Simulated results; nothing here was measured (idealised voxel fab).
process module | voxel capacitor over wiring
cross-section cut | 300 nm wide | cells 5 nm
A cross-section is a grid of square cells, given in bands from the top down. A band is one or more rows of cells.
Each band's line starts with the height of the band's top and of its bottom, in nm. Then come its materials from left to right, each with its width in nm. One material with "throughout" fills the band from edge to edge. "air" is empty space.
Height 0 is the level under which the wafer as received is all one material. The lowest band goes on downwards, as in "0 down".
A width such as "30 to 40" changes by the same amount from each row of cells to the next, from the band's top row to its bottom row.
"no change" after a step means that no cell of the cross-section changed.
closed voids: empty space of 8 cells or more with no open way to the top, each as width x height at its distance from the left edge, in nm
after a step's settings: what the simulator itself notes on the step
overlay nm, on a step with a mask: how far to the right of its planned place the mask lay; to the left if negative
plan
1 op RECEIVE | material Si
2 op CONFORMAL_DEP | material SiO2 | thk nm 15
3 op DIRECTIONAL_DEP | material TiN | thk nm 5
4 op DIRECTIONAL_DEP | material W | thk nm 20
5 op PATTERN | tone cover | mask id METAL_1 | material resist | width nm 25 | pitch nm 75 | thk nm 20 | overlay nm 0
6 op DIRECTIONAL_ETCH | etch materials W | depth nm 20
7 op DIRECTIONAL_ETCH | etch materials TiN | depth nm 5
8 op STRIP | etch materials resist
9 op CONFORMAL_DEP | material SiN | thk nm 5
10 op FILL_DEP | material lowk | thk nm 10
11 op CMP | height nm 40
12 op CONFORMAL_DEP | material SiCN | thk nm 5
13 op DIRECTIONAL_DEP | material SiO2 | thk nm 20
14 op MASKED_ETCH | tone open | mask id PLUG_1 | width nm 15 | etch materials SiO2 | depth nm 20 | overlay nm 0
15 op MASKED_ETCH | tone open | mask id PLUG_1 | width nm 15 | etch materials SiCN | depth nm 5 | overlay nm 0
16 op EPI | material Ru | thk nm 10
17 op EPI | material Ru | thk nm 10
18 op EPI | material Ru | thk nm 5
19 op DIRECTIONAL_DEP | material TiN | thk nm 10
20 op DIRECTIONAL_DEP | material HfO2 | thk nm 5
21 op DIRECTIONAL_DEP | material TiN | thk nm 10
22 op MASKED_ETCH | tone cover | mask id UPPER_PLATE | width nm 55 | etch materials TiN | depth nm 10 | overlay nm 0
23 op MASKED_ETCH | tone cover | mask id UPPER_PLATE | width nm 55 | etch materials HfO2 | depth nm 5 | overlay nm 0
24 op DIRECTIONAL_DEP | material aC | thk nm 15
25 op PATTERN | tone cover | mask id LOWER_PLATE | material resist | width nm 65 | thk nm 35 | overlay nm 0
26 op DIRECTIONAL_ETCH | etch materials aC | depth nm 15
27 op STRIP | etch materials resist
28 op DIRECTIONAL_ETCH | etch materials TiN | depth nm 10
29 op STRIP | etch materials aC
30 op FILL_DEP | material SiO2 | thk nm 20
31 op CMP | height nm 105
32 op DIRECTIONAL_DEP | material aC | thk nm 10
33 op PATTERN | tone open | mask id PLUG_2 | material resist | width nm 15 | thk nm 25 | overlay nm 0
34 op DIRECTIONAL_ETCH | etch materials aC | depth nm 10
35 op STRIP | etch materials resist
36 op DIRECTIONAL_ETCH | etch materials SiO2 | depth nm 15
37 op STRIP | etch materials aC
38 op CONFORMAL_DEP | material TiN | thk nm 5
39 op FILL_DEP | material W | thk nm 5
40 op CMP | height nm 105
41 op CONFORMAL_DEP | material SiCN | thk nm 5
as received, after step 1
  0 down: Si throughout
  closed voids: none
first wafer at the end, as planned
  110 to 105: SiCN throughout
  105 to 95: SiO2 120 | TiN 5 | W 5 | TiN 5 | SiO2 165
  95 to 90: SiO2 120 | TiN 15 | SiO2 165
  90 to 80: SiO2 110 | TiN 55 | SiO2 135
  80 to 75: SiO2 110 | HfO2 55 | SiO2 135
  75 to 65: SiO2 105 | TiN 65 | SiO2 130
  65 to 45: SiO2 110 | Ru 15 | SiO2 175
  45 to 40: SiCN 110 | Ru 15 | SiCN 175
  40 to 20: lowk 95 | SiN 5 | W 25 | SiN 5 | lowk 40 | SiN 5 | W 25 | SiN 5 | lowk 95
  20 to 15: SiN 100 | TiN 25 | SiN 50 | TiN 25 | SiN 100
  15 to 0: SiO2 throughout
  0 down: Si throughout
  closed voids: none
second wafer at the end: like start, like plan, one mistake
  110 to 105: SiCN throughout
  105 to 95: SiO2 120 | TiN 5 | W 5 | TiN 5 | SiO2 165
  95 to 90: SiO2 120 | TiN 15 | SiO2 165
  90 to 80: SiO2 110 | TiN 55 | SiO2 135
  80 to 75: SiO2 110 | HfO2 55 | SiO2 135
  75 to 65: SiO2 105 | TiN 65 | SiO2 130
  65 to 45: SiO2 110 | Ru 15 | SiO2 175
  45 to 40: SiCN 110 | Ru 15 | SiCN 175
  40 to 20: SiN 100 | W 25 | SiN 50 | W 25 | SiN 100
  20 to 15: SiN 100 | TiN 25 | SiN 50 | TiN 25 | SiN 100
  15 to 0: SiO2 throughout
  0 down: Si throughout
  closed voids: none
what went wrong: step 10 ran as: op FILL_DEP | material SiN | thk nm 10
at the end the second wafer has, in cells: 184 more of SiN | 184 fewer of lowk
